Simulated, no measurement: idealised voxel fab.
The process module presented herein is designated voxel capacitor over wiring.
cross-section cut | 220 nm wide | cells 5 nm
Throughout this document, each cross-section is represented as a grid of square cells and is presented as a sequence of bands enumerated from the top downward, where a band comprises one or more rows of cells. Heights first: top, then bottom, in nm. Then materials, left to right, each with a width in nm. "full width" on a single material: fills the band edge to edge. "air": empty space. Note: height 0 marks the level under which the wafer is uniformly one material as received. Lowest band unbounded below, written "from 0 down". Width spec "30->40" -> top row of cells at first value, bottom row at second value, equal per-row change in between. "no alterations made" means the step left every cell of the cross-section as it was. The entry titled "Closed voids list" provides the empty spaces that have no open way to the top, restricted to those of 8 cells or more. Each is presented as width x height at distance, the distance being measured from the left edge, with all three in nm. On each step's line, the part that comes after the settings is the simulator's own comment on the step. overlay nm: how far to the right of its planned place the mask lay on this masked step (negative: to the left).

[Listed below are the process steps as planned]
1,RECEIVE: material Si
2,CONFORMAL_DEP: material SiO2, thk nm 10
3,CONFORMAL_DEP: material SiCN, thk nm 5
4,DIRECTIONAL_DEP: material lowk, thk nm 15
5,PATTERN: tone open, mask id METAL_1, material resist, width nm 30, pitch nm 85, thk nm 15, overlay nm 0
6,DIRECTIONAL_ETCH: etch materials lowk, depth nm 15
7,DIRECTIONAL_ETCH: etch materials SiCN, depth nm 5
8,STRIP: etch materials resist
9,CONFORMAL_DEP: material TiN, thk nm 5
10,FILL_DEP: material W, thk nm 10
11,CMP: height nm 30
12,CONFORMAL_DEP: material SiCN, thk nm 5
13,DIRECTIONAL_DEP: material lowk, thk nm 10
14,DIRECTIONAL_DEP: material aC, thk nm 15
15,PATTERN: tone open, mask id PLUG_1, material resist, width nm 15, thk nm 30, overlay nm 0
16,DIRECTIONAL_ETCH: etch materials aC, depth nm 15
17,STRIP: etch materials resist
18,DIRECTIONAL_ETCH: etch materials lowk, depth nm 10
19,DIRECTIONAL_ETCH: etch materials SiCN, depth nm 5
20,STRIP: etch materials aC
21,EPI: material Ru, thk nm 10
22,EPI: material Ru, thk nm 5
23,DIRECTIONAL_DEP: material TiN, thk nm 5
24,DIRECTIONAL_DEP: material Al2O3, thk nm 5
25,DIRECTIONAL_DEP: material TiN, thk nm 5
26,PATTERN: tone cover, mask id UPPER_PLATE, material resist, width nm 60, thk nm 20, overlay nm 0
27,DIRECTIONAL_ETCH: etch materials TiN, depth nm 5
28,DIRECTIONAL_ETCH: etch materials Al2O3, depth nm 5
29,STRIP: etch materials resist
30,DIRECTIONAL_DEP: material aC, thk nm 15
31,PATTERN: tone cover, mask id LOWER_PLATE, material resist, width nm 70, thk nm 30, overlay nm 0
32,DIRECTIONAL_ETCH: etch materials aC, depth nm 15
33,STRIP: etch materials resist
34,DIRECTIONAL_ETCH: etch materials TiN, depth nm 5
35,STRIP: etch materials aC
36,FILL_DEP: material SiO2, thk nm 20
37,CMP: height nm 75
38,PATTERN: tone open, mask id PLUG_2, material resist, width nm 15, thk nm 15, overlay nm 0
39,DIRECTIONAL_ETCH: etch materials SiO2, depth nm 15
40,STRIP: etch materials resist
41,CONFORMAL_DEP: material TiN, thk nm 5
42,FILL_DEP: material Cu, thk nm 10
43,CMP: height nm 75
44,CONFORMAL_DEP: material SiN, thk nm 5
Variable across wafers: step 15 width nm (plan value is that of the first wafer; starting state common to all).

[first wafer as received, after step 1]
> from 0 down: Si full width
> Closed voids list: none

[Here is how to read the rows: every wafer has a row, and it shows the wafer at the end of the module, giving for each material how many cells were gained (+) or lost (-) since the wafer was received, then listing its closed voids]
width nm 15, +12 Al2O3, +2 Cu, +9 Ru, +73 SiCN, +44 SiN, +305 SiO2, +57 TiN, +24 W, +178 lowk, Closed voids list: none
width nm 20, +12 Al2O3, +2 Cu, +12 Ru, +72 SiCN, +44 SiN, +305 SiO2, +57 TiN, +24 W, +176 lowk, Closed voids list: none
width nm 25, +12 Al2O3, +2 Cu, +15 Ru, +71 SiCN, +44 SiN, +305 SiO2, +57 TiN, +24 W, +174 lowk, Closed voids list: none
width nm 30, +12 Al2O3, +2 Cu, +18 Ru, +70 SiCN, +44 SiN, +305 SiO2, +57 TiN, +24 W, +172 lowk, Closed voids list: none
